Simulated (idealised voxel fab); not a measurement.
process module | voxel plated lines
cross-section cut | 220 nm wide | cells 5 nm
A cross-section is a grid of square cells, given in bands from the top down. A band is one or more rows of cells.
Each band's line starts with the height of the band's top and of its bottom, in nm. Then come its materials from left to right, each with its width in nm. One material with "throughout" fills the band from edge to edge. "air" is empty space.
Height 0 is the level under which the wafer as received is all one material. The lowest band goes on downwards, as in "0 down".
A width such as "30 to 40" changes by the same amount from each row of cells to the next, from the band's top row to its bottom row.
"no change" after a step means that no cell of the cross-section changed.
closed voids: empty space of 8 cells or more with no open way to the top, each as width x height at its distance from the left edge, in nm
after a step's settings: what the simulator itself notes on the step
overlay nm, on a step with a mask: how far to the right of its planned place the mask lay; to the left if negative
Each pair below shows a cross-section before one step and the cross-section after it, down to the lowest band that changed. The line under each pair gives the step between them, with its settings. The pairs can come from different runs of this module on the same starting wafer, so a pair continues from the pair above only where its "before" says so.
before
  0 down: Si throughout
  closed voids: none
after
  15 to 0: SiN throughout
  below 0: unchanged
  closed voids: none
the step between: op CONFORMAL_DEP | material SiN | thk nm 15
before: the cross-section after the pair above
after
  20 to 15: TiN throughout
  below 15: unchanged
  closed voids: none
the step between: op DIRECTIONAL_DEP | material TiN | thk nm 5
before: the cross-section after the pair above
after
  45 to 20: resist 85 | air 15 | resist 20 | air 15 | resist 85
  below 20: unchanged
  closed voids: none
the step between: op PATTERN | tone open | mask id LINES | material resist | width nm 15 | pitch nm 35 | thk nm 25 | overlay nm 0
before: the cross-section after the pair above
after
  45 to 30: resist 85 | air 15 | resist 20 | air 15 | resist 85
  30 to 20: resist 85 | Ru 15 | resist 20 | Ru 15 | resist 85
  below 20: unchanged
  closed voids: none
the step between: op EPI | material Ru | thk nm 10
before: the cross-section after the pair above
after
  45 to 40: resist 85 | air 15 | resist 20 | air 15 | resist 85
  40 to 20: resist 85 | Ru 15 | resist 20 | Ru 15 | resist 85
  below 20: unchanged
  closed voids: none
the step between: op EPI | material Ru | thk nm 10
before: the cross-section after the pair above
after
  40 to 20: air 85 | Ru 15 | air 20 | Ru 15 | air 85
  below 20: unchanged
  closed voids: none
the step between: op STRIP | etch materials resist
before: the cross-section after the pair above
after
  40 to 20: air 85 | Ru 15 | air 20 | Ru 15 | air 85
  20 to 15: air 85 | TiN 15 | air 20 | TiN 15 | air 85
  below 15: unchanged
  closed voids: none
the step between: op DIRECTIONAL_ETCH | etch materials TiN | depth nm 5
before: the cross-section after the pair above
after
  50 to 40: air 75 | SiCN 70 | air 75
  40 to 25: air 75 | SiCN 10 | Ru 15 | SiCN 20 | Ru 15 | SiCN 10 | air 75
  25 to 20: SiCN 85 | Ru 15 | SiCN 20 | Ru 15 | SiCN 85
  20 to 15: SiCN 85 | TiN 15 | SiCN 20 | TiN 15 | SiCN 85
  below 15: unchanged
  closed voids: none
the step between: op CONFORMAL_DEP | material SiCN | thk nm 10
before
  15 to 0: SiN throughout
  0 down: Si throughout
  closed voids: none
after
  40 to 15: resist 85 | air 15 | resist 20 | air 15 | resist 85
  below 15: unchanged
  closed voids: none
the step between: op PATTERN | tone open | mask id LINES | material resist | width nm 15 | pitch nm 35 | thk nm 25 | overlay nm 0
before: the cross-section after the pair above
after
  15 to 0: SiN throughout
  below 0: unchanged
  closed voids: none
the step between: op STRIP | etch materials resist
before: the cross-section after the pair above
after
  25 to 15: SiCN throughout
  below 15: unchanged
  closed voids: none
the step between: op CONFORMAL_DEP | material SiCN | thk nm 10
before
  45 to 40: resist 85 | air 15 | resist 20 | air 15 | resist 85
  40 to 20: resist 85 | Ru 15 | resist 20 | Ru 15 | resist 85
  20 to 15: TiN throughout
  15 to 0: SiN throughout
  0 down: Si throughout
  closed voids: none
after
  50 to 45: air 80 | Ru 25 | air 10 | Ru 25 | air 80
  45 to 20: resist 85 | Ru 15 | resist 20 | Ru 15 | resist 85
  below 20: unchanged
  closed voids: none
the step between: op EPI | material Ru | thk nm 10
before: the cross-section after the pair above
after
  50 to 45: air 80 | Ru 25 | air 10 | Ru 25 | air 80
  45 to 20: air 85 | Ru 15 | air 20 | Ru 15 | air 85
  below 20: unchanged
  closed voids: none
the step between: op STRIP | etch materials resist
before: the cross-section after the pair above
after
  50 to 45: air 80 | Ru 25 | air 10 | Ru 25 | air 80
  45 to 20: air 85 | Ru 15 | air 20 | Ru 15 | air 85
  20 to 15: air 80 | TiN 25 | air 10 | TiN 25 | air 80
  below 15: unchanged
  closed voids: none
the step between: op DIRECTIONAL_ETCH | etch materials TiN | depth nm 5
before: the cross-section after the pair above
after
  60 to 50: air 70 | SiCN 80 | air 70
  50 to 40: air 70 | SiCN 10 to 15 | Ru 25 to 15 | SiCN 10 to 20 | Ru 25 to 15 | SiCN 10 to 15 | air 70
  40 to 30: air 70 to 75 | SiCN 15 to 10 | Ru 15 | SiCN 5 | air 10 | SiCN 5 | Ru 15 | SiCN 15 to 10 | air 70 to 75
  30 to 25: air 70 | SiCN 15 | Ru 15 | SiCN 5 | air 10 | SiCN 5 | Ru 15 | SiCN 15 | air 70
  25 to 20: SiCN 85 | Ru 15 | SiCN 20 | Ru 15 | SiCN 85
  20 to 15: SiCN 80 | TiN 25 | SiCN 10 | TiN 25 | SiCN 80
  below 15: unchanged
  closed voids: none
the step between: op CONFORMAL_DEP | material SiCN | thk nm 10
before
  0 down: Si throughout
  closed voids: none
after
  5 to 0: TiN throughout
  below 0: unchanged
  closed voids: none
the step between: op DIRECTIONAL_DEP | material TiN | thk nm 5
before: the cross-section after the pair above
after
  20 to 5: SiN throughout
  below 5: unchanged
  closed voids: none
the step between: op CONFORMAL_DEP | material SiN | thk nm 15
before: the cross-section after the pair above
after
  45 to 20: resist 85 | air 15 | resist 20 | air 15 | resist 85
  below 20: unchanged
  closed voids: none
the step between: op PATTERN | tone open | mask id LINES | material resist | width nm 15 | pitch nm 35 | thk nm 25 | overlay nm 0
before: the cross-section after the pair above
after
  20 to 5: SiN throughout
  below 5: unchanged
  closed voids: none
the step between: op STRIP | etch materials resist
before: the cross-section after the pair above
after
  30 to 20: SiCN throughout
  below 20: unchanged
  closed voids: none
the step between: op CONFORMAL_DEP | material SiCN | thk nm 10
before
  0 down: Si throughout
  closed voids: none
after
  10 to 0: SiN throughout
  below 0: unchanged
  closed voids: none
the step between: op CONFORMAL_DEP | material SiN | thk nm 10
before: the cross-section after the pair above
after
  15 to 10: TiN throughout
  below 10: unchanged
  closed voids: none
the step between: op DIRECTIONAL_DEP | material TiN | thk nm 5
before: the cross-section after the pair above
after
  40 to 15: resist 85 | air 15 | resist 20 | air 15 | resist 85
  below 15: unchanged
  closed voids: none
the step between: op PATTERN | tone open | mask id LINES | material resist | width nm 15 | pitch nm 35 | thk nm 25 | overlay nm 0
before: the cross-section after the pair above
after
  40 to 25: resist 85 | air 15 | resist 20 | air 15 | resist 85
  25 to 15: resist 85 | Ru 15 | resist 20 | Ru 15 | resist 85
  below 15: unchanged
  closed voids: none
the step between: op EPI | material Ru | thk nm 10
before: the cross-section after the pair above
after
  40 to 35: resist 85 | air 15 | resist 20 | air 15 | resist 85
  35 to 15: resist 85 | Ru 15 | resist 20 | Ru 15 | resist 85
  below 15: unchanged
  closed voids: none
the step between: op EPI | material Ru | thk nm 10
before: the cross-section after the pair above
after
  35 to 15: air 85 | Ru 15 | air 20 | Ru 15 | air 85
  below 15: unchanged
  closed voids: none
the step between: op STRIP | etch materials resist
before: the cross-section after the pair above
after
  35 to 15: air 85 | Ru 15 | air 20 | Ru 15 | air 85
  15 to 10: air 85 | TiN 15 | air 20 | TiN 15 | air 85
  below 10: unchanged
  closed voids: none
the step between: op DIRECTIONAL_ETCH | etch materials TiN | depth nm 5
before: the cross-section after the pair above
after
  45 to 35: air 75 | SiCN 70 | air 75
  35 to 20: air 75 | SiCN 10 | Ru 15 | SiCN 20 | Ru 15 | SiCN 10 | air 75
  20 to 15: SiCN 85 | Ru 15 | SiCN 20 | Ru 15 | SiCN 85
  15 to 10: SiCN 85 | TiN 15 | SiCN 20 | TiN 15 | SiCN 85
  below 10: unchanged
  closed voids: none
the step between: op CONFORMAL_DEP | material SiCN | thk nm 10
before
  20 to 15: TiN throughout
  15 to 0: SiN throughout
  0 down: Si throughout
  closed voids: none
after
  45 to 20: resist 85 | air 20 | resist 15 | air 20 | resist 80
  below 20: unchanged
  closed voids: none
the step between: op PATTERN | tone open | mask id LINES | material resist | width nm 20 | pitch nm 35 | thk nm 25 | overlay nm 0
before: the cross-section after the pair above
after
  45 to 30: resist 85 | air 20 | resist 15 | air 20 | resist 80
  30 to 20: resist 85 | Ru 20 | resist 15 | Ru 20 | resist 80
  below 20: unchanged
  closed voids: none
the step between: op EPI | material Ru | thk nm 10
before: the cross-section after the pair above
after
  45 to 40: resist 85 | air 20 | resist 15 | air 20 | resist 80
  40 to 20: resist 85 | Ru 20 | resist 15 | Ru 20 | resist 80
  below 20: unchanged
  closed voids: none
the step between: op EPI | material Ru | thk nm 10
before: the cross-section after the pair above
after
  40 to 20: air 85 | Ru 20 | air 15 | Ru 20 | air 80
  below 20: unchanged
  closed voids: none
the step between: op STRIP | etch materials resist
before: the cross-section after the pair above
after
  40 to 20: air 85 | Ru 20 | air 15 | Ru 20 | air 80
  20 to 15: air 85 | TiN 20 | air 15 | TiN 20 | air 80
  below 15: unchanged
  closed voids: none
the step between: op DIRECTIONAL_ETCH | etch materials TiN | depth nm 5
before: the cross-section after the pair above
after
  50 to 40: air 75 | SiCN 75 | air 70
  40 to 25: air 75 | SiCN 10 | Ru 20 | SiCN 15 | Ru 20 | SiCN 10 | air 70
  25 to 20: SiCN 85 | Ru 20 | SiCN 15 | Ru 20 | SiCN 80
  20 to 15: SiCN 85 | TiN 20 | SiCN 15 | TiN 20 | SiCN 80
  below 15: unchanged
  closed voids: none
the step between: op CONFORMAL_DEP | material SiCN | thk nm 10
before
  20 to 15: TiN throughout
  15 to 0: SiN throughout
  0 down: Si throughout
  closed voids: none
after
  45 to 20: resist 80 | air 15 | resist 20 | air 15 | resist 90
  below 20: unchanged
  closed voids: none
the step between: op PATTERN | tone open | mask id LINES | material resist | width nm 15 | pitch nm 35 | thk nm 25 | overlay nm -5
before: the cross-section after the pair above
after
  45 to 30: resist 80 | air 15 | resist 20 | air 15 | resist 90
  30 to 20: resist 80 | Ru 15 | resist 20 | Ru 15 | resist 90
  below 20: unchanged
  closed voids: none
the step between: op EPI | material Ru | thk nm 10
before: the cross-section after the pair above
after
  45 to 40: resist 80 | air 15 | resist 20 | air 15 | resist 90
  40 to 20: resist 80 | Ru 15 | resist 20 | Ru 15 | resist 90
  below 20: unchanged
  closed voids: none
the step between: op EPI | material Ru | thk nm 10
before: the cross-section after the pair above
after
  40 to 20: air 80 | Ru 15 | air 20 | Ru 15 | air 90
  below 20: unchanged
  closed voids: none
the step between: op STRIP | etch materials resist
before: the cross-section after the pair above
after
  40 to 20: air 80 | Ru 15 | air 20 | Ru 15 | air 90
  20 to 15: air 80 | TiN 15 | air 20 | TiN 15 | air 90
  below 15: unchanged
  closed voids: none
the step between: op DIRECTIONAL_ETCH | etch materials TiN | depth nm 5
before: the cross-section after the pair above
after
  50 to 40: air 70 | SiCN 70 | air 80
  40 to 25: air 70 | SiCN 10 | Ru 15 | SiCN 20 | Ru 15 | SiCN 10 | air 80
  25 to 20: SiCN 80 | Ru 15 | SiCN 20 | Ru 15 | SiCN 90
  20 to 15: SiCN 80 | TiN 15 | SiCN 20 | TiN 15 | SiCN 90
  below 15: unchanged
  closed voids: none
the step between: op CONFORMAL_DEP | material SiCN | thk nm 10
before
  15 to 0: SiN throughout
  0 down: Si throughout
  closed voids: none
after
  20 to 15: SiCN throughout
  below 15: unchanged
  closed voids: none
the step between: op DIRECTIONAL_DEP | material SiCN | thk nm 5
before: the cross-section after the pair above
after
  45 to 20: resist 85 | air 15 | resist 20 | air 15 | resist 85
  below 20: unchanged
  closed voids: none
the step between: op PATTERN | tone open | mask id LINES | material resist | width nm 15 | pitch nm 35 | thk nm 25 | overlay nm 0
before: the cross-section after the pair above
after
  20 to 15: SiCN throughout
  below 15: unchanged
  closed voids: none
the step between: op STRIP | etch materials resist
before: the cross-section after the pair above
after
  30 to 15: SiCN throughout
  below 15: unchanged
  closed voids: none
the step between: op CONFORMAL_DEP | material SiCN | thk nm 10
before
  20 to 15: TiN throughout
  15 to 0: SiN throughout
  0 down: Si throughout
  closed voids: none
after
  45 to 20: air 85 | resist 15 | air 20 | resist 15 | air 85
  below 20: unchanged
  closed voids: none
the step between: op PATTERN | tone cover | mask id LINES | material resist | width nm 15 | pitch nm 35 | thk nm 25 | overlay nm 0
before: the cross-section after the pair above
after
  45 to 30: air 85 | resist 15 | air 20 | resist 15 | air 85
  30 to 20: Ru 85 | resist 15 | Ru 20 | resist 15 | Ru 85
  below 20: unchanged
  closed voids: none
the step between: op EPI | material Ru | thk nm 10
before: the cross-section after the pair above
after
  45 to 40: air 85 | resist 15 | air 20 | resist 15 | air 85
  40 to 20: Ru 85 | resist 15 | Ru 20 | resist 15 | Ru 85
  below 20: unchanged
  closed voids: none
the step between: op EPI | material Ru | thk nm 10
before: the cross-section after the pair above
after
  40 to 20: Ru 85 | air 15 | Ru 20 | air 15 | Ru 85
  below 20: unchanged
  closed voids: none
the step between: op STRIP | etch materials resist
before: the cross-section after the pair above
after
  40 to 20: Ru 85 | air 15 | Ru 20 | air 15 | Ru 85
  20 to 15: TiN 85 | air 15 | TiN 20 | air 15 | TiN 85
  below 15: unchanged
  closed voids: none
the step between: op DIRECTIONAL_ETCH | etch materials TiN | depth nm 5
before: the cross-section after the pair above
after
  50 to 40: SiCN throughout
  40 to 20: Ru 85 | SiCN 15 | Ru 20 | SiCN 15 | Ru 85
  20 to 15: TiN 85 | SiCN 15 | TiN 20 | SiCN 15 | TiN 85
  below 15: unchanged
  closed voids: none
the step between: op CONFORMAL_DEP | material SiCN | thk nm 10
